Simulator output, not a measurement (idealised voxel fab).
voxel ribs on slabs: a process module
The width of the displayed cross-section, cut, is 280 nm; its cells are square, with a size of 5 nm.
Think of the cross-section as a grid of square cells. We describe it in bands, top to bottom, and each band covers one or more rows of those cells. The band entry comprises the height of the band's top followed by the height of its bottom, expressed in nm, and subsequently the band's materials from left to right, each stated together with its width in nm. Where a single material is marked with the word "everywhere", that material fills the band from edge to edge. The word "air" represents empty space. Zero point of the height axis is 0; under it, received wafer = one material. Lowest band: continues down indefinitely, "0 down". Note: "30 to 40" means the width goes from the first number (top row of the band) to the second number (bottom row) in equal steps per row of cells. "nothing got changed" (step): cross-section cells unchanged, all of them. "Internal closed voids" enumerates empty spaces isolated from the top, with no open way to it, that contain at least 8 cells, giving each as width x height at distance from the left edge, all three in nm. after a step's settings: what the simulator itself notes on the step. Among the settings permitted on a step's line is "overlay nm"; applied to a step with a mask, it specifies the extent to which the mask lay to the right of its planned position, whereas a negative figure signifies a position to the left.

LIST OF PLANNED PROCESS STEPS
| 1 | RECEIVE,material Si |
| 2 | DIRECTIONAL_DEP,material SiO2,thk nm 25 |
| 3 | DIRECTIONAL_DEP,material SiN,thk nm 25 |
| 4 | MASKED_ETCH,tone cover,mask id RIB,width nm 15,etch materials SiN,depth nm 15,overlay nm 0 |
| 5 | PATTERN,tone cover,mask id SLAB,material resist,width nm 55,thk nm 20,overlay nm 0 |
| 6 | DIRECTIONAL_ETCH,etch materials SiN,depth nm 10 |
| 7 | STRIP,etch materials resist |
| 8 | FILL_DEP,material SiO2,thk nm 20 |
| 9 | CMP,height nm 65 |
| 10 | DIRECTIONAL_DEP,material TiN,thk nm 10 |
| 11 | DIRECTIONAL_DEP,material aC,thk nm 15 |
| 12 | PATTERN,tone cover,mask id HEATER,material resist,width nm 25,thk nm 35,overlay nm 0 |
| 13 | DIRECTIONAL_ETCH,etch materials aC,depth nm 15 |
| 14 | STRIP,etch materials resist |
| 15 | DIRECTIONAL_ETCH,etch materials TiN,depth nm 10 |
| 16 | STRIP,etch materials aC |
| 17 | CONFORMAL_DEP,material SiN,thk nm 10 |

SO, THE FIRST OF OUR TWO WAFERS, RUN JUST AS WE PLANNED IT

CROSS-SECTION, INCOMING MATERIAL, AFTER STEP 1
* 0 down: Si everywhere
* Internal closed voids: none

STEP 2 COMPLETE: CROSS-SECTION THROUGH THE WAFER
* 25 to 0: SiO2 everywhere
* No changes below 0.

STEP 3 COMPLETE: CROSS-SECTION THROUGH THE WAFER
* 50 to 25: SiN everywhere
* No changes below 25.

STEP 4 COMPLETE: CROSS-SECTION THROUGH THE WAFER
* 50 to 35: air 130 nm | SiN 15 nm | air 135 nm
* No changes below 35.

STEP 5 COMPLETE: CROSS-SECTION THROUGH THE WAFER
* 70 to 50: air 110 nm | resist 55 nm | air 115 nm
* 50 to 35: air 110 nm | resist 20 nm | SiN 15 nm | resist 20 nm | air 115 nm
* No changes below 35.

STEP 6 COMPLETE: CROSS-SECTION THROUGH THE WAFER
* 70 to 50: air 110 nm | resist 55 nm | air 115 nm
* 50 to 35: air 110 nm | resist 20 nm | SiN 15 nm | resist 20 nm | air 115 nm
* 35 to 25: air 110 nm | SiN 55 nm | air 115 nm
* No changes below 25.

STEP 7 COMPLETE: CROSS-SECTION THROUGH THE WAFER
* 50 to 35: air 130 nm | SiN 15 nm | air 135 nm
* No changes below 35.

STEP 8 COMPLETE: CROSS-SECTION THROUGH THE WAFER
* 70 to 50: SiO2 everywhere
* 50 to 35: SiO2 130 nm | SiN 15 nm | SiO2 135 nm
* 35 to 25: SiO2 110 nm | SiN 55 nm | SiO2 115 nm
* No changes below 25.

STEP 9 COMPLETE: CROSS-SECTION THROUGH THE WAFER
* 65 to 50: SiO2 everywhere
* No changes below 50.

STEP 10 COMPLETE: CROSS-SECTION THROUGH THE WAFER
* 75 to 65: TiN everywhere
* No changes below 65.

STEP 11 COMPLETE: CROSS-SECTION THROUGH THE WAFER
* 90 to 75: aC everywhere
* No changes below 75.

STEP 12 COMPLETE: CROSS-SECTION THROUGH THE WAFER
* 125 to 90: air 125 nm | resist 25 nm | air 130 nm
* No changes below 90.

STEP 13 COMPLETE: CROSS-SECTION THROUGH THE WAFER
* 110 to 90: air 125 nm | resist 25 nm | air 130 nm
* 90 to 75: air 125 nm | aC 25 nm | air 130 nm
* No changes below 75.

STEP 14 COMPLETE: CROSS-SECTION THROUGH THE WAFER
* 90 to 75: air 125 nm | aC 25 nm | air 130 nm
* No changes below 75.

STEP 15 COMPLETE: CROSS-SECTION THROUGH THE WAFER
* 90 to 75: air 125 nm | aC 25 nm | air 130 nm
* 75 to 65: air 125 nm | TiN 25 nm | air 130 nm
* No changes below 65.

STEP 16 COMPLETE: CROSS-SECTION THROUGH THE WAFER
* 75 to 65: air 125 nm | TiN 25 nm | air 130 nm
* No changes below 65.

STEP 17 COMPLETE: CROSS-SECTION THROUGH THE WAFER
* 85 to 75: air 115 nm | SiN 45 nm | air 120 nm
* 75 to 65: SiN 125 nm | TiN 25 nm | SiN 130 nm
* No changes below 65.

WAFER TWO. SAME START, SAME PLAN, ONE SLIP IN EXECUTION. SAME AS WAFER ONE THROUGH STEP 3, INCLUSIVE

SECOND WAFER SHOWN IN CROSS-SECTION AT THE TIME STEP 4 WAS SLATED TO END
* 50 to 45: air 130 nm | SiN 15 nm | air 135 nm
* No changes below 45.

SECOND WAFER SHOWN IN CROSS-SECTION AT THE TIME STEP 5 WAS SLATED TO END
* 70 to 50: air 110 nm | resist 55 nm | air 115 nm
* 50 to 45: air 110 nm | resist 20 nm | SiN 15 nm | resist 20 nm | air 115 nm
* No changes below 45.

SECOND WAFER SHOWN IN CROSS-SECTION AT THE TIME STEP 6 WAS SLATED TO END
* 70 to 50: air 110 nm | resist 55 nm | air 115 nm
* 50 to 45: air 110 nm | resist 20 nm | SiN 15 nm | resist 20 nm | air 115 nm
* 45 to 35: air 110 nm | SiN 55 nm | air 115 nm
* No changes below 35.

SECOND WAFER SHOWN IN CROSS-SECTION AT THE TIME STEP 7 WAS SLATED TO END
* 50 to 45: air 130 nm | SiN 15 nm | air 135 nm
* No changes below 45.

SECOND WAFER SHOWN IN CROSS-SECTION AT THE TIME STEP 8 WAS SLATED TO END
* 70 to 50: SiO2 everywhere
* 50 to 45: SiO2 130 nm | SiN 15 nm | SiO2 135 nm
* 45 to 35: SiO2 110 nm | SiN 55 nm | SiO2 115 nm
* No changes below 35.

SECOND WAFER SHOWN IN CROSS-SECTION AT THE TIME STEP 9 WAS SLATED TO END
* 65 to 50: SiO2 everywhere
* No changes below 50.

SECOND WAFER SHOWN IN CROSS-SECTION AT THE TIME STEP 10 WAS SLATED TO END
* 75 to 65: TiN everywhere
* No changes below 65.

SECOND WAFER SHOWN IN CROSS-SECTION AT THE TIME STEP 11 WAS SLATED TO END
* 90 to 75: aC everywhere
* No changes below 75.

SECOND WAFER SHOWN IN CROSS-SECTION AT THE TIME STEP 12 WAS SLATED TO END
* 125 to 90: air 125 nm | resist 25 nm | air 130 nm
* No changes below 90.

SECOND WAFER SHOWN IN CROSS-SECTION AT THE TIME STEP 13 WAS SLATED TO END
* 110 to 90: air 125 nm | resist 25 nm | air 130 nm
* 90 to 75: air 125 nm | aC 25 nm | air 130 nm
* No changes below 75.

SECOND WAFER SHOWN IN CROSS-SECTION AT THE TIME STEP 14 WAS SLATED TO END
* 90 to 75: air 125 nm | aC 25 nm | air 130 nm
* No changes below 75.

SECOND WAFER SHOWN IN CROSS-SECTION AT THE TIME STEP 15 WAS SLATED TO END
* 90 to 75: air 125 nm | aC 25 nm | air 130 nm
* 75 to 65: air 125 nm | TiN 25 nm | air 130 nm
* No changes below 65.

SECOND WAFER SHOWN IN CROSS-SECTION AT THE TIME STEP 16 WAS SLATED TO END
* 75 to 65: air 125 nm | TiN 25 nm | air 130 nm
* No changes below 65.

SECOND WAFER SHOWN IN CROSS-SECTION AT THE TIME STEP 17 WAS SLATED TO END
* 85 to 75: air 115 nm | SiN 45 nm | air 120 nm
* 75 to 65: SiN 125 nm | TiN 25 nm | SiN 130 nm
* No changes below 65.
Against the plan, the run slipped here: step 4 was processed under conditions differing from the plan, specifically as MASKED_ETCH,tone cover,mask id RIB,width nm 15,etch materials SiN,depth nm 5,overlay nm 0
Count the cells at the end and the second wafer has more or fewer of some materials than the first: SiN: 106 more, SiO2: 106 fewer
